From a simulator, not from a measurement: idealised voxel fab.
Documented hereafter: the process module known as voxel released beams.
For reference, the cross-section in this document is cut, with width 285 nm and square cells of 5 nm.
Cross-section, as written here: a square-cell grid given band by band from the top down, where a band holds one or more rows of cells. In this notation a band is specified by the heights of its top and bottom, in that order and in nm, after which its materials appear from left to right, each paired with its width in nm. The word "everywhere" attached to a single material means that material fills the band from edge to edge; the word "air" stands for empty space. A quick word on heights: they are counted from 0, and under that level the wafer as it came to us is one material throughout. The lowest band is different from the rest in having no bottom; it simply continues downward, written as in "0 -> down". Width spec "30->40" -> top row of cells at first value, bottom row at second value, equal per-row change in between. Step note "changes: none" = no cross-section cell changed. The list in "Trapped voids" covers empty spaces of 8 cells or more that cannot reach the top through any open way, and it gives each as width x height at distance; the distance is from the left edge, and width, height and distance are in nm. On a step's line, text after the settings is the simulator commenting on that step. "overlay nm" on a masked step: distance the mask lay right of its planned place, negative for left.

PROCESS STEPS FORESEEN IN THE PLAN
- 1: RECEIVE [material Si]
- 2: CONFORMAL_DEP [material SiN] [thk nm 5]
- 3: DIRECTIONAL_DEP [material SiO2] [thk nm 10]
- 4: PATTERN [tone open] [mask id ANCHOR] [material resist] [width nm 35] [thk nm 15] [overlay nm 0]
- 5: DIRECTIONAL_ETCH [etch materials SiO2] [depth nm 10]
- 6: STRIP [etch materials resist]
- 7: CONFORMAL_DEP [material polySi] [thk nm 15]
- 8: DIRECTIONAL_DEP [material aC] [thk nm 10]
- 9: PATTERN [tone cover] [mask id BEAM] [material resist] [width nm 115] [thk nm 25] [overlay nm -15]
- 10: DIRECTIONAL_ETCH [etch materials aC] [depth nm 10]
- 11: STRIP [etch materials resist]
- 12: DIRECTIONAL_ETCH [etch materials polySi] [depth nm 15]
- 13: STRIP [etch materials aC]
- 14: STRIP [etch materials SiO2]
Every wafer here starts from the same state; it is the step 9 overlay nm that distinguishes them, and the value the plan gives belongs to the first wafer.

AS RECEIVED, I.E. AFTER STEP 1: CROSS-SECTION THROUGH THE FIRST OF SEVERAL WAFERS
- 0 -> down  Si everywhere
- Trapped voids: none

AT THE END OF THE MODULE, AFTER ITS LAST STEP, STEP 14, THE FIRST OF SEVERAL WAFERS APPEARS IN CROSS-SECTION AS FOLLOWS
- 30 -> 20  air: 65, polySi: 35, air: 5, polySi: 75, air: 105
- 20 -> 15  air: 65, polySi: 115, air: 105
- 15 -> 5  air: 85, polySi: 35, air: 165
- 5 -> 0  SiN everywhere
- 0 -> down  Si everywhere
- Trapped voids: none

MODULE END, FINAL WAFER: CROSS-SECTION
- 30 -> 20  air: 95, polySi: 5, air: 5, polySi: 105, air: 75
- 20 -> 15  air: 95, polySi: 115, air: 75
- 15 -> 5  air: 85, polySi: 35, air: 165
- 5 -> 0  SiN everywhere
- 0 -> down  Si everywhere
- Trapped voids: none

ROW PER WAFER, END-OF-MODULE: CELL GAIN (+)/LOSS (-) BY MATERIAL SINCE THE WAFER CAME IN, THEN CLOSED VOIDS
overlay nm -15, +57 SiN, +81 polySi, Trapped voids: none
overlay nm -10, +57 SiN, +81 polySi, Trapped voids: none
overlay nm -5, +57 SiN, +81 polySi, Trapped voids: none
overlay nm 0, +57 SiN, +81 polySi, Trapped voids: none
overlay nm 5, +57 SiN, +81 polySi, Trapped voids: none
overlay nm 10, +57 SiN, +81 polySi, Trapped voids: none
overlay nm 15, +57 SiN, +81 polySi, Trapped voids: none
